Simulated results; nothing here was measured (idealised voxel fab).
process module | voxel self aligned vias
140 nm wide, 5 nm square cells: that's cross-section cut.
Heads up, the way a cross-section reads in here is a grid of square cells, handed over as bands from the top down, with every band being one or more rows of cells. Heights first: top, then bottom, in nm. Then materials, left to right, each with a width in nm. "all across" on a single material: fills the band edge to edge. "blank": empty space. Note: height 0 marks the level under which the wafer is uniformly one material as received. Lowest band unbounded below, written "0 down". It should be noted that a width expressed as "30 to 40" varies in equal increments from row to row of cells within the band, taking the value of the first number at the top row and that of the second number at the bottom row. The designation "no change occurred", where it is given for a processing step, indicates that no cell of the cross-section was altered in the course of that step. Under "Sealed voids" you'll find the enclosed gaps, the ones with no way out to the top, that are 8 cells or bigger; each reads width x height at distance, with distance counted from the left edge, everything in nm. The remark found on a step's line after its settings is issued by the simulator itself and pertains to that step. The line of a step may include "overlay nm". On a step with a mask, this value is how far to the right of its planned place the mask lay. A negative value means the mask lay to the left. Pairs from here to the end. Each: cross-section before one process step, cross-section after it, the latter only as far down as the lowest band that changed. Under each: the step between, and its settings. Mind that the pairs may be taken from different runs of this module on the same starting wafer; whether a pair continues from the pair above depends on its entry headed "Incoming structure", and it does only where that entry says so.

INCOMING STRUCTURE
> 0 down  Si all across
> Sealed voids: none

CROSS-SECTION AFTER STEP
> 10 to 0  SiO2 all across
> Everything below 0 is unchanged.
> Sealed voids: none
Connecting step for the cross-sections above: CONFORMAL_DEP,material SiO2,thk nm 10

Incoming structure: just use the after drawing of the pair above as your starting point.

CROSS-SECTION AFTER STEP
> 15 to 10  SiCN all across
> Everything below 10 is unchanged.
> Sealed voids: none
Connecting step for the cross-sections above: CONFORMAL_DEP,material SiCN,thk nm 5

Incoming structure: just use the after drawing of the pair above as your starting point.

CROSS-SECTION AFTER STEP
> 45 to 15  lowk all across
> Everything below 15 is unchanged.
> Sealed voids: none
Connecting step for the cross-sections above: DIRECTIONAL_DEP,material lowk,thk nm 30

Incoming structure: just use the after drawing of the pair above as your starting point.

CROSS-SECTION AFTER STEP
> 65 to 45  resist 25 nm  blank 30 nm  resist 25 nm  blank 30 nm  resist 30 nm
> Everything below 45 is unchanged.
> Sealed voids: none
Connecting step for the cross-sections above: PATTERN,tone open,mask id LINES,material resist,width nm 30,pitch nm 55,thk nm 20,overlay nm 0

Incoming structure: just use the after drawing of the pair above as your starting point.

CROSS-SECTION AFTER STEP
> 65 to 45  resist 25 nm  blank 30 nm  resist 25 nm  blank 30 nm  resist 30 nm
> 45 to 15  lowk 25 nm  blank 30 nm  lowk 25 nm  blank 30 nm  lowk 30 nm
> Everything below 15 is unchanged.
> Sealed voids: none
Connecting step for the cross-sections above: DIRECTIONAL_ETCH,etch materials lowk,depth nm 30

Incoming structure: just use the after drawing of the pair above as your starting point.

CROSS-SECTION AFTER STEP
> 45 to 15  lowk 25 nm  blank 30 nm  lowk 25 nm  blank 30 nm  lowk 30 nm
> Everything below 15 is unchanged.
> Sealed voids: none
Connecting step for the cross-sections above: STRIP,etch materials resist

Incoming structure: just use the after drawing of the pair above as your starting point.

CROSS-SECTION AFTER STEP
> 50 to 45  TiN 30 nm  blank 20 nm  TiN 35 nm  blank 20 nm  TiN 35 nm
> 45 to 20  lowk 25 nm  TiN 5 nm  blank 20 nm  TiN 5 nm  lowk 25 nm  TiN 5 nm  blank 20 nm  TiN 5 nm  lowk 30 nm
> 20 to 15  lowk 25 nm  TiN 30 nm  lowk 25 nm  TiN 30 nm  lowk 30 nm
> Everything below 15 is unchanged.
> Sealed voids: none
Connecting step for the cross-sections above: CONFORMAL_DEP,material TiN,thk nm 5

Incoming structure: just use the after drawing of the pair above as your starting point.

CROSS-SECTION AFTER STEP
> 60 to 50  W all across
> 50 to 45  TiN 30 nm  W 20 nm  TiN 35 nm  W 20 nm  TiN 35 nm
> 45 to 20  lowk 25 nm  TiN 5 nm  W 20 nm  TiN 5 nm  lowk 25 nm  TiN 5 nm  W 20 nm  TiN 5 nm  lowk 30 nm
> Everything below 20 is unchanged.
> Sealed voids: none
Connecting step for the cross-sections above: FILL_DEP,material W,thk nm 10

Incoming structure: just use the after drawing of the pair above as your starting point.

CROSS-SECTION AFTER STEP
> 45 to 20  lowk 25 nm  TiN 5 nm  W 20 nm  TiN 5 nm  lowk 25 nm  TiN 5 nm  W 20 nm  TiN 5 nm  lowk 30 nm
> Everything below 20 is unchanged.
> Sealed voids: none
Connecting step for the cross-sections above: CMP,height nm 45

Incoming structure: just use the after drawing of the pair above as your starting point.

CROSS-SECTION AFTER STEP
> 45 to 40  lowk 25 nm  blank 30 nm  lowk 25 nm  blank 30 nm  lowk 30 nm
> Everything below 40 is unchanged.
> Sealed voids: none
Connecting step for the cross-sections above: SELECTIVE_ETCH,etch materials W Ru TiN,depth nm 5

Incoming structure: just use the after drawing of the pair above as your starting point.

CROSS-SECTION AFTER STEP
> 50 to 45  SiN all across
> 45 to 40  lowk 25 nm  SiN 30 nm  lowk 25 nm  SiN 30 nm  lowk 30 nm
> Everything below 40 is unchanged.
> Sealed voids: none
Connecting step for the cross-sections above: FILL_DEP,material SiN,thk nm 5

Incoming structure: just use the after drawing of the pair above as your starting point.

CROSS-SECTION AFTER STEP
> 45 to 40  lowk 25 nm  SiN 30 nm  lowk 25 nm  SiN 30 nm  lowk 30 nm
> Everything below 40 is unchanged.
> Sealed voids: none
Connecting step for the cross-sections above: CMP,height nm 45

Incoming structure: just use the after drawing of the pair above as your starting point.

CROSS-SECTION AFTER STEP
> 65 to 45  lowk all across
> Everything below 45 is unchanged.
> Sealed voids: none
Connecting step for the cross-sections above: DIRECTIONAL_DEP,material lowk,thk nm 20

Incoming structure: just use the after drawing of the pair above as your starting point.

CROSS-SECTION AFTER STEP
> 80 to 65  aC all across
> Everything below 65 is unchanged.
> Sealed voids: none
Connecting step for the cross-sections above: DIRECTIONAL_DEP,material aC,thk nm 15

Incoming structure: just use the after drawing of the pair above as your starting point.

CROSS-SECTION AFTER STEP
> 110 to 80  resist 20 nm  blank 40 nm  resist 80 nm
> Everything below 80 is unchanged.
> Sealed voids: none
Connecting step for the cross-sections above: PATTERN,tone open,mask id VIAS,material resist,width nm 40,thk nm 30,overlay nm 0

Incoming structure: just use the after drawing of the pair above as your starting point.

CROSS-SECTION AFTER STEP
> 95 to 80  resist 20 nm  blank 40 nm  resist 80 nm
> 80 to 65  aC 20 nm  blank 40 nm  aC 80 nm
> Everything below 65 is unchanged.
> Sealed voids: none
Connecting step for the cross-sections above: DIRECTIONAL_ETCH,etch materials aC,depth nm 15

Incoming structure: just use the after drawing of the pair above as your starting point.

CROSS-SECTION AFTER STEP
> 80 to 65  aC 20 nm  blank 40 nm  aC 80 nm
> Everything below 65 is unchanged.
> Sealed voids: none
Connecting step for the cross-sections above: STRIP,etch materials resist

Incoming structure: just use the after drawing of the pair above as your starting point.

CROSS-SECTION AFTER STEP
> 80 to 65  aC 20 nm  blank 40 nm  aC 80 nm
> 65 to 45  lowk 20 nm  blank 40 nm  lowk 80 nm
> Everything below 45 is unchanged.
> Sealed voids: none
Connecting step for the cross-sections above: DIRECTIONAL_ETCH,etch materials lowk,depth nm 20

Incoming structure: just use the after drawing of the pair above as your starting point.

CROSS-SECTION AFTER STEP
> 80 to 65  aC 20 nm  blank 40 nm  aC 80 nm
> 65 to 45  lowk 20 nm  blank 40 nm  lowk 80 nm
> 45 to 40  lowk 25 nm  blank 30 nm  lowk 25 nm  SiN 30 nm  lowk 30 nm
> Everything below 40 is unchanged.
> Sealed voids: none
Connecting step for the cross-sections above: DIRECTIONAL_ETCH,etch materials SiN,depth nm 5

Incoming structure: just use the after drawing of the pair above as your starting point.

CROSS-SECTION AFTER STEP
> 65 to 45  lowk 20 nm  blank 40 nm  lowk 80 nm
> Everything below 45 is unchanged.
> Sealed voids: none
Connecting step for the cross-sections above: STRIP,etch materials aC

Incoming structure: just use the after drawing of the pair above as your starting point.

CROSS-SECTION AFTER STEP
> 70 to 65  TiN 25 nm  blank 30 nm  TiN 85 nm
> 65 to 50  lowk 20 nm  TiN 5 nm  blank 30 nm  TiN 5 nm  lowk 80 nm
> 50 to 45  lowk 20 nm  TiN 10 nm  blank 20 nm  TiN 10 nm  lowk 80 nm
> 45 to 40  lowk 25 nm  TiN 30 nm  lowk 25 nm  SiN 30 nm  lowk 30 nm
> Everything below 40 is unchanged.
> Sealed voids: none
Connecting step for the cross-sections above: CONFORMAL_DEP,material TiN,thk nm 5

Incoming structure: just use the after drawing of the pair above as your starting point.

CROSS-SECTION AFTER STEP
> 75 to 70  W all across
> 70 to 65  TiN 25 nm  W 30 nm  TiN 85 nm
> 65 to 50  lowk 20 nm  TiN 5 nm  W 30 nm  TiN 5 nm  lowk 80 nm
> 50 to 45  lowk 20 nm  TiN 10 nm  W 20 nm  TiN 10 nm  lowk 80 nm
> Everything below 45 is unchanged.
> Sealed voids: none
Connecting step for the cross-sections above: FILL_DEP,material W,thk nm 5

Incoming structure: just use the after drawing of the pair above as your starting point.

CROSS-SECTION AFTER STEP
> 65 to 50  lowk 20 nm  TiN 5 nm  W 30 nm  TiN 5 nm  lowk 80 nm
> Everything below 50 is unchanged.
> Sealed voids: none
Connecting step for the cross-sections above: CMP,height nm 65

Incoming structure: just use the after drawing of the pair above as your starting point.

CROSS-SECTION AFTER STEP
> 70 to 65  SiN all across
> Everything below 65 is unchanged.
> Sealed voids: none
Connecting step for the cross-sections above: CONFORMAL_DEP,material SiN,thk nm 5

INCOMING STRUCTURE
> 10 to 0  SiO2 all across
> 0 down  Si all across
> Sealed voids: none

CROSS-SECTION AFTER STEP
> 40 to 10  lowk all across
> Everything below 10 is unchanged.
> Sealed voids: none
Connecting step for the cross-sections above: DIRECTIONAL_DEP,material lowk,thk nm 30

Incoming structure: just use the after drawing of the pair above as your starting point.

CROSS-SECTION AFTER STEP
> 60 to 40  resist 25 nm  blank 30 nm  resist 25 nm  blank 30 nm  resist 30 nm
> Everything below 40 is unchanged.
> Sealed voids: none
Connecting step for the cross-sections above: PATTERN,tone open,mask id LINES,material resist,width nm 30,pitch nm 55,thk nm 20,overlay nm 0

Incoming structure: just use the after drawing of the pair above as your starting point.

CROSS-SECTION AFTER STEP
> 60 to 40  resist 25 nm  blank 30 nm  resist 25 nm  blank 30 nm  resist 30 nm
> 40 to 10  lowk 25 nm  blank 30 nm  lowk 25 nm  blank 30 nm  lowk 30 nm
> Everything below 10 is unchanged.
> Sealed voids: none
Connecting step for the cross-sections above: DIRECTIONAL_ETCH,etch materials lowk,depth nm 30

Incoming structure: just use the after drawing of the pair above as your starting point.

CROSS-SECTION AFTER STEP
> 40 to 10  lowk 25 nm  blank 30 nm  lowk 25 nm  blank 30 nm  lowk 30 nm
> Everything below 10 is unchanged.
> Sealed voids: none
Connecting step for the cross-sections above: STRIP,etch materials resist

Incoming structure: just use the after drawing of the pair above as your starting point.

CROSS-SECTION AFTER STEP
> 45 to 40  TiN 30 nm  blank 20 nm  TiN 35 nm  blank 20 nm  TiN 35 nm
> 40 to 15  lowk 25 nm  TiN 5 nm  blank 20 nm  TiN 5 nm  lowk 25 nm  TiN 5 nm  blank 20 nm  TiN 5 nm  lowk 30 nm
> 15 to 10  lowk 25 nm  TiN 30 nm  lowk 25 nm  TiN 30 nm  lowk 30 nm
> Everything below 10 is unchanged.
> Sealed voids: none
Connecting step for the cross-sections above: CONFORMAL_DEP,material TiN,thk nm 5

Incoming structure: just use the after drawing of the pair above as your starting point.

CROSS-SECTION AFTER STEP
> 55 to 45  W all across
> 45 to 40  TiN 30 nm  W 20 nm  TiN 35 nm  W 20 nm  TiN 35 nm
> 40 to 15  lowk 25 nm  TiN 5 nm  W 20 nm  TiN 5 nm  lowk 25 nm  TiN 5 nm  W 20 nm  TiN 5 nm  lowk 30 nm
> Everything below 15 is unchanged.
> Sealed voids: none
Connecting step for the cross-sections above: FILL_DEP,material W,thk nm 10

Incoming structure: just use the after drawing of the pair above as your starting point.

CROSS-SECTION AFTER STEP
> 45 to 40  TiN 30 nm  W 20 nm  TiN 35 nm  W 20 nm  TiN 35 nm
> Everything below 40 is unchanged.
> Sealed voids: none
Connecting step for the cross-sections above: CMP,height nm 45

Incoming structure: just use the after drawing of the pair above as your starting point.

CROSS-SECTION AFTER STEP
> 40 to 15  lowk 25 nm  TiN 5 nm  W 20 nm  TiN 5 nm  lowk 25 nm  TiN 5 nm  W 20 nm  TiN 5 nm  lowk 30 nm
> Everything below 15 is unchanged.
> Sealed voids: none
Connecting step for the cross-sections above: SELECTIVE_ETCH,etch materials W Ru TiN,depth nm 5

Incoming structure: just use the after drawing of the pair above as your starting point.

CROSS-SECTION AFTER STEP
> 45 to 40  SiN all across
> Everything below 40 is unchanged.
> Sealed voids: none
Connecting step for the cross-sections above: FILL_DEP,material SiN,thk nm 5

Incoming structure: just use the after drawing of the pair above as your starting point.

CROSS-SECTION AFTER STEP
> 65 to 45  lowk all across
> Everything below 45 is unchanged.
> Sealed voids: none
Connecting step for the cross-sections above: DIRECTIONAL_DEP,material lowk,thk nm 20

Incoming structure: just use the after drawing of the pair above as your starting point.

CROSS-SECTION AFTER STEP
> 80 to 65  aC all across
> Everything below 65 is unchanged.
> Sealed voids: none
Connecting step for the cross-sections above: DIRECTIONAL_DEP,material aC,thk nm 15

Incoming structure: just use the after drawing of the pair above as your starting point.

CROSS-SECTION AFTER STEP
> 110 to 80  resist 20 nm  blank 40 nm  resist 80 nm
> Everything below 80 is unchanged.
> Sealed voids: none
Connecting step for the cross-sections above: PATTERN,tone open,mask id VIAS,material resist,width nm 40,thk nm 30,overlay nm 0

Incoming structure: just use the after drawing of the pair above as your starting point.

CROSS-SECTION AFTER STEP
> 95 to 80  resist 20 nm  blank 40 nm  resist 80 nm
> 80 to 65  aC 20 nm  blank 40 nm  aC 80 nm
> Everything below 65 is unchanged.
> Sealed voids: none
Connecting step for the cross-sections above: DIRECTIONAL_ETCH,etch materials aC,depth nm 15

Incoming structure: just use the after drawing of the pair above as your starting point.

CROSS-SECTION AFTER STEP
> 80 to 65  aC 20 nm  blank 40 nm  aC 80 nm
> Everything below 65 is unchanged.
> Sealed voids: none
Connecting step for the cross-sections above: STRIP,etch materials resist

Incoming structure: just use the after drawing of the pair above as your starting point.

CROSS-SECTION AFTER STEP
> 80 to 65  aC 20 nm  blank 40 nm  aC 80 nm
> 65 to 45  lowk 20 nm  blank 40 nm  lowk 80 nm
> Everything below 45 is unchanged.
> Sealed voids: none
Connecting step for the cross-sections above: DIRECTIONAL_ETCH,etch materials lowk,depth nm 20

Incoming structure: just use the after drawing of the pair above as your starting point.

CROSS-SECTION AFTER STEP
> 80 to 65  aC 20 nm  blank 40 nm  aC 80 nm
> 65 to 45  lowk 20 nm  blank 40 nm  lowk 80 nm
> 45 to 40  SiN 20 nm  blank 40 nm  SiN 80 nm
> Everything below 40 is unchanged.
> Sealed voids: none
Connecting step for the cross-sections above: DIRECTIONAL_ETCH,etch materials SiN,depth nm 5

Incoming structure: just use the after drawing of the pair above as your starting point.

CROSS-SECTION AFTER STEP
> 65 to 45  lowk 20 nm  blank 40 nm  lowk 80 nm
> Everything below 45 is unchanged.
> Sealed voids: none
Connecting step for the cross-sections above: STRIP,etch materials aC

Incoming structure: just use the after drawing of the pair above as your starting point.

CROSS-SECTION AFTER STEP
> 70 to 65  TiN 25 nm  blank 30 nm  TiN 85 nm
> 65 to 45  lowk 20 nm  TiN 5 nm  blank 30 nm  TiN 5 nm  lowk 80 nm
> 45 to 40  SiN 20 nm  TiN 40 nm  SiN 80 nm
> Everything below 40 is unchanged.
> Sealed voids: none
Connecting step for the cross-sections above: CONFORMAL_DEP,material TiN,thk nm 5

Incoming structure: just use the after drawing of the pair above as your starting point.

CROSS-SECTION AFTER STEP
> 75 to 70  W all across
> 70 to 65  TiN 25 nm  W 30 nm  TiN 85 nm
> 65 to 45  lowk 20 nm  TiN 5 nm  W 30 nm  TiN 5 nm  lowk 80 nm
> Everything below 45 is unchanged.
> Sealed voids: none
Connecting step for the cross-sections above: FILL_DEP,material W,thk nm 5

Incoming structure: just use the after drawing of the pair above as your starting point.

CROSS-SECTION AFTER STEP
> 65 to 45  lowk 20 nm  TiN 5 nm  W 30 nm  TiN 5 nm  lowk 80 nm
> Everything below 45 is unchanged.
> Sealed voids: none
Connecting step for the cross-sections above: CMP,height nm 65

Incoming structure: just use the after drawing of the pair above as your starting point.

CROSS-SECTION AFTER STEP
> 70 to 65  SiN all across
> Everything below 65 is unchanged.
> Sealed voids: none
Connecting step for the cross-sections above: CONFORMAL_DEP,material SiN,thk nm 5

INCOMING STRUCTURE
> 80 to 65  aC 20 nm  blank 40 nm  aC 80 nm
> 65 to 45  lowk 20 nm  blank 40 nm  lowk 80 nm
> 45 to 40  lowk 25 nm  SiN 30 nm  lowk 25 nm  SiN 30 nm  lowk 30 nm
> 40 to 20  lowk 25 nm  TiN 5 nm  W 20 nm  TiN 5 nm  lowk 25 nm  TiN 5 nm  W 20 nm  TiN 5 nm  lowk 30 nm
> 20 to 15  lowk 25 nm  TiN 30 nm  lowk 25 nm  TiN 30 nm  lowk 30 nm
> 15 to 10  SiCN all across
> 10 to 0  SiO2 all across
> 0 down  Si all across
> Sealed voids: none

CROSS-SECTION AFTER STEP
> 80 to 65  aC 20 nm  blank 40 nm  aC 80 nm
> 65 to 45  lowk 20 nm  blank 40 nm  lowk 80 nm
> 45 to 40  lowk 20 nm  blank 5 nm  SiN 30 nm  blank 5 nm  lowk 20 nm  SiN 30 nm  lowk 30 nm
> 40 to 25  lowk 20 nm  blank 5 nm  TiN 5 nm  W 20 nm  TiN 5 nm  blank 5 nm  lowk 20 nm  TiN 5 nm  W 20 nm  TiN 5 nm  lowk 30 nm
> Everything below 25 is unchanged.
> Sealed voids: none
Connecting step for the cross-sections above: DIRECTIONAL_ETCH,etch materials lowk,depth nm 20

Incoming structure: just use the after drawing of the pair above as your starting point.

CROSS-SECTION AFTER STEP
> 80 to 65  aC 20 nm  blank 40 nm  aC 80 nm
> 65 to 45  lowk 20 nm  blank 40 nm  lowk 80 nm
> 45 to 40  lowk 20 nm  blank 40 nm  lowk 20 nm  SiN 30 nm  lowk 30 nm
> Everything below 40 is unchanged.
> Sealed voids: none
Connecting step for the cross-sections above: DIRECTIONAL_ETCH,etch materials SiN,depth nm 5

Incoming structure: just use the after drawing of the pair above as your starting point.

CROSS-SECTION AFTER STEP
> 65 to 45  lowk 20 nm  blank 40 nm  lowk 80 nm
> Everything below 45 is unchanged.
> Sealed voids: none
Connecting step for the cross-sections above: STRIP,etch materials aC

Incoming structure: just use the after drawing of the pair above as your starting point.

CROSS-SECTION AFTER STEP
> 70 to 65  TiN 25 nm  blank 30 nm  TiN 85 nm
> 65 to 45  lowk 20 nm  TiN 5 nm  blank 30 nm  TiN 5 nm  lowk 80 nm
> 45 to 40  lowk 20 nm  TiN 40 nm  lowk 20 nm  SiN 30 nm  lowk 30 nm
> 40 to 25  lowk 20 nm  TiN 10 nm  W 20 nm  TiN 10 nm  lowk 20 nm  TiN 5 nm  W 20 nm  TiN 5 nm  lowk 30 nm
> Everything below 25 is unchanged.
> Sealed voids: none
Connecting step for the cross-sections above: CONFORMAL_DEP,material TiN,thk nm 5

Incoming structure: just use the after drawing of the pair above as your starting point.

CROSS-SECTION AFTER STEP
> 75 to 70  W all across
> 70 to 65  TiN 25 nm  W 30 nm  TiN 85 nm
> 65 to 45  lowk 20 nm  TiN 5 nm  W 30 nm  TiN 5 nm  lowk 80 nm
> Everything below 45 is unchanged.
> Sealed voids: none
Connecting step for the cross-sections above: FILL_DEP,material W,thk nm 5

Incoming structure: just use the after drawing of the pair above as your starting point.

CROSS-SECTION AFTER STEP
> 65 to 45  lowk 20 nm  TiN 5 nm  W 30 nm  TiN 5 nm  lowk 80 nm
> Everything below 45 is unchanged.
> Sealed voids: none
Connecting step for the cross-sections above: CMP,height nm 65

Incoming structure: just use the after drawing of the pair above as your starting point.

CROSS-SECTION AFTER STEP
> 70 to 65  SiN all across
> Everything below 65 is unchanged.
> Sealed voids: none
Connecting step for the cross-sections above: CONFORMAL_DEP,material SiN,thk nm 5

INCOMING STRUCTURE
> 40 to 10  lowk all across
> 10 to 0  SiO2 all across
> 0 down  Si all across
> Sealed voids: none

CROSS-SECTION AFTER STEP
> 45 to 40  SiCN all across
> Everything below 40 is unchanged.
> Sealed voids: none
Connecting step for the cross-sections above: CONFORMAL_DEP,material SiCN,thk nm 5

Incoming structure: just use the after drawing of the pair above as your starting point.

CROSS-SECTION AFTER STEP
> 65 to 45  resist 25 nm  blank 30 nm  resist 25 nm  blank 30 nm  resist 30 nm
> Everything below 45 is unchanged.
> Sealed voids: none
Connecting step for the cross-sections above: PATTERN,tone open,mask id LINES,material resist,width nm 30,pitch nm 55,thk nm 20,overlay nm 0

Incoming structure: just use the after drawing of the pair above as your starting point.

CROSS-SECTION AFTER STEP
> 45 to 40  SiCN all across
> Everything below 40 is unchanged.
> Sealed voids: none
Connecting step for the cross-sections above: STRIP,etch materials resist

Incoming structure: just use the after drawing of the pair above as your starting point.

CROSS-SECTION AFTER STEP
> 50 to 45  TiN all across
> Everything below 45 is unchanged.
> Sealed voids: none
Connecting step for the cross-sections above: CONFORMAL_DEP,material TiN,thk nm 5

Incoming structure: just use the after drawing of the pair above as your starting point.

CROSS-SECTION AFTER STEP
> 60 to 50  W all across
> Everything below 50 is unchanged.
> Sealed voids: none
Connecting step for the cross-sections above: FILL_DEP,material W,thk nm 10

Incoming structure: just use the after drawing of the pair above as your starting point.

CROSS-SECTION AFTER STEP
> 45 to 40  SiCN all across
> Everything below 40 is unchanged.
> Sealed voids: none
Connecting step for the cross-sections above: CMP,height nm 45

Incoming structure: just use the after drawing of the pair above as your starting point.

CROSS-SECTION AFTER STEP
> 50 to 45  SiN all across
> Everything below 45 is unchanged.
> Sealed voids: none
Connecting step for the cross-sections above: FILL_DEP,material SiN,thk nm 5

Incoming structure: just use the after drawing of the pair above as your starting point.

CROSS-SECTION AFTER STEP
> 45 to 40  SiCN all across
> Everything below 40 is unchanged.
> Sealed voids: none
Connecting step for the cross-sections above: CMP,height nm 45

Incoming structure: just use the after drawing of the pair above as your starting point.

CROSS-SECTION AFTER STEP
> 65 to 45  lowk all across
> Everything below 45 is unchanged.
> Sealed voids: none
Connecting step for the cross-sections above: DIRECTIONAL_DEP,material lowk,thk nm 20

Incoming structure: just use the after drawing of the pair above as your starting point.

CROSS-SECTION AFTER STEP
> 80 to 65  aC all across
> Everything below 65 is unchanged.
> Sealed voids: none
Connecting step for the cross-sections above: DIRECTIONAL_DEP,material aC,thk nm 15

Incoming structure: just use the after drawing of the pair above as your starting point.

CROSS-SECTION AFTER STEP
> 110 to 80  resist 20 nm  blank 40 nm  resist 80 nm
> Everything below 80 is unchanged.
> Sealed voids: none
Connecting step for the cross-sections above: PATTERN,tone open,mask id VIAS,material resist,width nm 40,thk nm 30,overlay nm 0

Incoming structure: just use the after drawing of the pair above as your starting point.

CROSS-SECTION AFTER STEP
> 95 to 80  resist 20 nm  blank 40 nm  resist 80 nm
> 80 to 65  aC 20 nm  blank 40 nm  aC 80 nm
> Everything below 65 is unchanged.
> Sealed voids: none
Connecting step for the cross-sections above: DIRECTIONAL_ETCH,etch materials aC,depth nm 15

Incoming structure: just use the after drawing of the pair above as your starting point.

CROSS-SECTION AFTER STEP
> 80 to 65  aC 20 nm  blank 40 nm  aC 80 nm
> Everything below 65 is unchanged.
> Sealed voids: none
Connecting step for the cross-sections above: STRIP,etch materials resist

Incoming structure: just use the after drawing of the pair above as your starting point.

CROSS-SECTION AFTER STEP
> 80 to 65  aC 20 nm  blank 40 nm  aC 80 nm
> 65 to 45  lowk 20 nm  blank 40 nm  lowk 80 nm
> Everything below 45 is unchanged.
> Sealed voids: none
Connecting step for the cross-sections above: DIRECTIONAL_ETCH,etch materials lowk,depth nm 20

Incoming structure: just use the after drawing of the pair above as your starting point.

CROSS-SECTION AFTER STEP
> 65 to 45  lowk 20 nm  blank 40 nm  lowk 80 nm
> Everything below 45 is unchanged.
> Sealed voids: none
Connecting step for the cross-sections above: STRIP,etch materials aC

Incoming structure: just use the after drawing of the pair above as your starting point.

CROSS-SECTION AFTER STEP
> 70 to 65  TiN 25 nm  blank 30 nm  TiN 85 nm
> 65 to 50  lowk 20 nm  TiN 5 nm  blank 30 nm  TiN 5 nm  lowk 80 nm
> 50 to 45  lowk 20 nm  TiN 40 nm  lowk 80 nm
> Everything below 45 is unchanged.
> Sealed voids: none
Connecting step for the cross-sections above: CONFORMAL_DEP,material TiN,thk nm 5

Incoming structure: just use the after drawing of the pair above as your starting point.

CROSS-SECTION AFTER STEP
> 75 to 70  W all across
> 70 to 65  TiN 25 nm  W 30 nm  TiN 85 nm
> 65 to 50  lowk 20 nm  TiN 5 nm  W 30 nm  TiN 5 nm  lowk 80 nm
> Everything below 50 is unchanged.
> Sealed voids: none
Connecting step for the cross-sections above: FILL_DEP,material W,thk nm 5

Incoming structure: just use the after drawing of the pair above as your starting point.

CROSS-SECTION AFTER STEP
> 65 to 50  lowk 20 nm  TiN 5 nm  W 30 nm  TiN 5 nm  lowk 80 nm
> Everything below 50 is unchanged.
> Sealed voids: none
Connecting step for the cross-sections above: CMP,height nm 65

Incoming structure: just use the after drawing of the pair above as your starting point.

CROSS-SECTION AFTER STEP
> 70 to 65  SiN all across
> Everything below 65 is unchanged.
> Sealed voids: none
Connecting step for the cross-sections above: CONFORMAL_DEP,material SiN,thk nm 5

INCOMING STRUCTURE
> 75 to 70  W all across
> 70 to 65  TiN 25 nm  W 30 nm  TiN 85 nm
> 65 to 50  lowk 20 nm  TiN 5 nm  W 30 nm  TiN 5 nm  lowk 80 nm
> 50 to 45  lowk 20 nm  TiN 10 nm  W 20 nm  TiN 10 nm  lowk 80 nm
> 45 to 40  lowk 25 nm  TiN 30 nm  lowk 25 nm  SiN 30 nm  lowk 30 nm
> 40 to 20  lowk 25 nm  TiN 5 nm  W 20 nm  TiN 5 nm  lowk 25 nm  TiN 5 nm  W 20 nm  TiN 5 nm  lowk 30 nm
> 20 to 15  lowk 25 nm  TiN 30 nm  lowk 25 nm  TiN 30 nm  lowk 30 nm
> 15 to 10  SiCN all across
> 10 to 0  SiO2 all across
> 0 down  Si all across
> Sealed voids: none

CROSS-SECTION AFTER STEP
> 55 to 45  lowk 20 nm  TiN 5 to 10 nm  W 30 to 20 nm  TiN 5 to 10 nm  lowk 80 nm
> Everything below 45 is unchanged.
> Sealed voids: none
Connecting step for the cross-sections above: CMP,height nm 55

Incoming structure: just use the after drawing of the pair above as your starting point.

CROSS-SECTION AFTER STEP
> 60 to 55  SiN all across
> Everything below 55 is unchanged.
> Sealed voids: none
Connecting step for the cross-sections above: CONFORMAL_DEP,material SiN,thk nm 5

INCOMING STRUCTURE
> 45 to 15  lowk all across
> 15 to 10  SiCN all across
> 10 to 0  SiO2 all across
> 0 down  Si all across
> Sealed voids: none

CROSS-SECTION AFTER STEP
> 65 to 45  resist 20 nm  blank 40 nm  resist 15 nm  blank 40 nm  resist 25 nm
> Everything below 45 is unchanged.
> Sealed voids: none
Connecting step for the cross-sections above: PATTERN,tone open,mask id LINES,material resist,width nm 40,pitch nm 55,thk nm 20,overlay nm 0

Incoming structure: just use the after drawing of the pair above as your starting point.

CROSS-SECTION AFTER STEP
> 65 to 45  resist 20 nm  blank 40 nm  resist 15 nm  blank 40 nm  resist 25 nm
> 45 to 15  lowk 20 nm  blank 40 nm  lowk 15 nm  blank 40 nm  lowk 25 nm
> Everything below 15 is unchanged.
> Sealed voids: none
Connecting step for the cross-sections above: DIRECTIONAL_ETCH,etch materials lowk,depth nm 30

Incoming structure: just use the after drawing of the pair above as your starting point.

CROSS-SECTION AFTER STEP
> 45 to 15  lowk 20 nm  blank 40 nm  lowk 15 nm  blank 40 nm  lowk 25 nm
> Everything below 15 is unchanged.
> Sealed voids: none
Connecting step for the cross-sections above: STRIP,etch materials resist

Incoming structure: just use the after drawing of the pair above as your starting point.

CROSS-SECTION AFTER STEP
> 50 to 45  TiN 25 nm  blank 30 nm  TiN 25 nm  blank 30 nm  TiN 30 nm
> 45 to 20  lowk 20 nm  TiN 5 nm  blank 30 nm  TiN 5 nm  lowk 15 nm  TiN 5 nm  blank 30 nm  TiN 5 nm  lowk 25 nm
> 20 to 15  lowk 20 nm  TiN 40 nm  lowk 15 nm  TiN 40 nm  lowk 25 nm
> Everything below 15 is unchanged.
> Sealed voids: none
Connecting step for the cross-sections above: CONFORMAL_DEP,material TiN,thk nm 5

Incoming structure: just use the after drawing of the pair above as your starting point.

CROSS-SECTION AFTER STEP
> 60 to 50  W all across
> 50 to 45  TiN 25 nm  W 30 nm  TiN 25 nm  W 30 nm  TiN 30 nm
> 45 to 20  lowk 20 nm  TiN 5 nm  W 30 nm  TiN 5 nm  lowk 15 nm  TiN 5 nm  W 30 nm  TiN 5 nm  lowk 25 nm
> Everything below 20 is unchanged.
> Sealed voids: none
Connecting step for the cross-sections above: FILL_DEP,material W,thk nm 10

Incoming structure: just use the after drawing of the pair above as your starting point.

CROSS-SECTION AFTER STEP
> 45 to 20  lowk 20 nm  TiN 5 nm  W 30 nm  TiN 5 nm  lowk 15 nm  TiN 5 nm  W 30 nm  TiN 5 nm  lowk 25 nm
> Everything below 20 is unchanged.
> Sealed voids: none
Connecting step for the cross-sections above: CMP,height nm 45

Incoming structure: just use the after drawing of the pair above as your starting point.

CROSS-SECTION AFTER STEP
> 45 to 40  lowk 20 nm  blank 40 nm  lowk 15 nm  blank 40 nm  lowk 25 nm
> Everything below 40 is unchanged.
> Sealed voids: none
Connecting step for the cross-sections above: SELECTIVE_ETCH,etch materials W Ru TiN,depth nm 5

Incoming structure: just use the after drawing of the pair above as your starting point.

CROSS-SECTION AFTER STEP
> 50 to 45  SiN all across
> 45 to 40  lowk 20 nm  SiN 40 nm  lowk 15 nm  SiN 40 nm  lowk 25 nm
> Everything below 40 is unchanged.
> Sealed voids: none
Connecting step for the cross-sections above: FILL_DEP,material SiN,thk nm 5
